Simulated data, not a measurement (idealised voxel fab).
This section sets out a process module, namely voxel fin reveal.
Cross-sectional view cut (width: 145 nm; square cell size: 5 nm).
Cross-section = grid of square cells, listed top down in bands; band = one or more rows. Each band's line starts with the height of the band's top and of its bottom, in nm. Then come its materials from left to right, each with its width in nm. One material with "full width" fills the band from edge to edge. "blank" is empty space. Measure heights from 0. That's the level where, below it, the as-received wafer is all one material. The lowest band is bottomless and extends downward; write it as in "0 down". A width such as "30..40" changes by the same amount from each row of cells to the next, from the band's top row to its bottom row. No cell of the cross-section changed in a step that is given as "remains unaltered". Entry "Closed voids list" = empty spaces >= 8 cells with no open way to the top; each as width x height at distance, distance from left edge, all nm. That trailing text on a step's line, after the settings, is the simulator's own remark on the step. A step line may carry the setting "overlay nm", which, for steps involving a mask, states the distance by which the mask lay to the right of its intended position; negative values denote displacement to the left.

### These are the steps we planned for the process
1 RECEIVE [material Si]
2 CONFORMAL_DEP [material SiN] [thk nm 10]
3 PATTERN [tone cover] [mask id FINS] [material resist] [width nm 15] [pitch nm 40] [thk nm 20] [overlay nm 0]
4 DIRECTIONAL_ETCH [etch materials SiN] [depth nm 10]
5 DIRECTIONAL_ETCH [etch materials Si] [depth nm 35]
6 STRIP [etch materials resist]
7 FILL_DEP [material SiO2] [thk nm 5]
8 CMP [height nm 10]
9 SELECTIVE_ETCH [etch materials SiO2] [depth nm 20]
10 STRIP [etch materials SiN]
11 CONFORMAL_DEP [material HfO2] [thk nm 5]

### Received-state cross-section, reflecting completion of step 1
  0 down: Si full width
  Closed voids list: none

### Wafer cross-section at end of module: start and plan as shown above, one execution error
  5 to 0: blank=40; HfO2=30; blank=10; HfO2=30; blank=35
  0 to -5: blank=40; HfO2=5; Si=20; HfO2=5; blank=10; HfO2=5; Si=20; HfO2=5; blank=35
  -5 to -10: HfO2=45; Si=20; HfO2=20; Si=20; HfO2=40
  -10 to -35: SiO2=45; Si=20; SiO2=20; Si=20; SiO2=40
  -35 down: Si full width
  Closed voids list: none
Deviation from plan: step 3 ran as: PATTERN [tone cover] [mask id FINS] [material resist] [width nm 20] [pitch nm 40] [thk nm 20] [overlay nm 0]
